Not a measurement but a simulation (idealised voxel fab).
process module | voxel air gaps
cross-section cut | 260 nm wide | cells 5 nm
A cross-section is a grid of square cells, given in bands from the top down. A band is one or more rows of cells.
Each band's line starts with the height of the band's top and of its bottom, in nm. Then come its materials from left to right, each with its width in nm. One material with "throughout" fills the band from edge to edge. "air" is empty space.
Height 0 is the level under which the wafer as received is all one material. The lowest band goes on downwards, as in "0 down".
A width such as "30 to 40" changes by the same amount from each row of cells to the next, from the band's top row to its bottom row.
"no change" after a step means that no cell of the cross-section changed.
closed voids: empty space of 8 cells or more with no open way to the top, each as width x height at its distance from the left edge, in nm
after a step's settings: what the simulator itself notes on the step
overlay nm, on a step with a mask: how far to the right of its planned place the mask lay; to the left if negative
plan
1 op RECEIVE | material Si
2 op CONFORMAL_DEP | material SiO2 | thk nm 15
3 op CONFORMAL_DEP | material SiCN | thk nm 5
4 op DIRECTIONAL_DEP | material SiO2 | thk nm 40
5 op PATTERN | tone open | mask id LINES | material resist | width nm 15 | pitch nm 45 | thk nm 20 | overlay nm 0
6 op DIRECTIONAL_ETCH | etch materials SiO2 | depth nm 40
7 op STRIP | etch materials resist
8 op CONFORMAL_DEP | material TiN | thk nm 5
9 op FILL_DEP | material Ru | thk nm 5
10 op CMP | height nm 60
11 op EPI | material Ru | thk nm 10
12 op SELECTIVE_ETCH | etch materials SiO2 | depth nm 50
13 op CONFORMAL_DEP | material SiCN | thk nm 5
varied across the wafers: width nm of step 5. The plan shows the first wafer's value. All wafers start alike
first wafer as received, after step 1
  0 down: Si throughout
  closed voids: none
each wafer at the end: cells of each material gained (+) or lost (-) since it was received, then its closed voids
width nm 15 | +84 Ru | +216 SiCN | +156 SiO2 | +68 TiN | closed voids: 20 x 30 at 75; 20 x 30 at 120; 20 x 30 at 165
width nm 20 | +120 Ru | +204 SiCN | +156 SiO2 | +72 TiN | closed voids: 15 x 30 at 75; 15 x 30 at 120; 15 x 30 at 165
width nm 25 | +156 Ru | +132 SiCN | +252 SiO2 | +76 TiN | closed voids: none
width nm 30 | +186 Ru | +132 SiCN | +228 SiO2 | +80 TiN | closed voids: none
